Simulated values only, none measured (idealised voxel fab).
process module | voxel self aligned vias
cross-section cut | 220 nm wide | cells 5 nm
A cross-section is a grid of square cells, given in bands from the top down. A band is one or more rows of cells.
Each band's line starts with the height of the band's top and of its bottom, in nm. Then come its materials from left to right, each with its width in nm. One material with "throughout" fills the band from edge to edge. "air" is empty space.
Height 0 is the level under which the wafer as received is all one material. The lowest band goes on downwards, as in "0 down".
A width such as "30 to 40" changes by the same amount from each row of cells to the next, from the band's top row to its bottom row.
"no change" after a step means that no cell of the cross-section changed.
closed voids: empty space of 8 cells or more with no open way to the top, each as width x height at its distance from the left edge, in nm
after a step's settings: what the simulator itself notes on the step
overlay nm, on a step with a mask: how far to the right of its planned place the mask lay; to the left if negative
plan
1 op RECEIVE | material Si
2 op CONFORMAL_DEP | material SiO2 | thk nm 10
3 op CONFORMAL_DEP | material SiCN | thk nm 5
4 op DIRECTIONAL_DEP | material SiO2 | thk nm 25
5 op PATTERN | tone open | mask id LINES | material resist | width nm 20 | pitch nm 50 | thk nm 15 | overlay nm 0
6 op DIRECTIONAL_ETCH | etch materials SiO2 | depth nm 25
7 op STRIP | etch materials resist
8 op CONFORMAL_DEP | material TiN | thk nm 5
9 op FILL_DEP | material W | thk nm 10
10 op CMP | height nm 40
11 op SELECTIVE_ETCH | etch materials W Ru TiN | depth nm 5
12 op FILL_DEP | material SiN | thk nm 10
13 op CMP | height nm 40
14 op DIRECTIONAL_DEP | material SiO2 | thk nm 15
15 op MASKED_ETCH | tone open | mask id VIAS | width nm 30 | pitch nm 100 | etch materials SiO2 | depth nm 15 | overlay nm 0
16 op MASKED_ETCH | tone open | mask id VIAS | width nm 30 | pitch nm 100 | etch materials SiN | depth nm 5 | overlay nm -15
17 op CONFORMAL_DEP | material TiN | thk nm 5
18 op FILL_DEP | material Ru | thk nm 10
19 op CMP | height nm 55
20 op CONFORMAL_DEP | material SiN | thk nm 5
varied across the wafers: overlay nm of step 16. The plan shows the first wafer's value. All wafers start alike
first wafer as received, after step 1
  0 down: Si throughout
  closed voids: none
each wafer at the end: cells of each material gained (+) or lost (-) since it was received, then its closed voids
overlay nm -15 | +16 Ru | +44 SiCN | +52 SiN | +344 SiO2 | +54 TiN | +18 W | closed voids: none
overlay nm -10 | +18 Ru | +44 SiCN | +50 SiN | +344 SiO2 | +54 TiN | +18 W | closed voids: none
overlay nm -5 | +20 Ru | +44 SiCN | +48 SiN | +344 SiO2 | +54 TiN | +18 W | closed voids: none
overlay nm 0 | +20 Ru | +44 SiCN | +48 SiN | +344 SiO2 | +54 TiN | +18 W | closed voids: none
overlay nm 5 | +20 Ru | +44 SiCN | +48 SiN | +344 SiO2 | +54 TiN | +18 W | closed voids: none
overlay nm 10 | +18 Ru | +44 SiCN | +50 SiN | +344 SiO2 | +54 TiN | +18 W | closed voids: none
overlay nm 15 | +16 Ru | +44 SiCN | +52 SiN | +344 SiO2 | +54 TiN | +18 W | closed voids: none
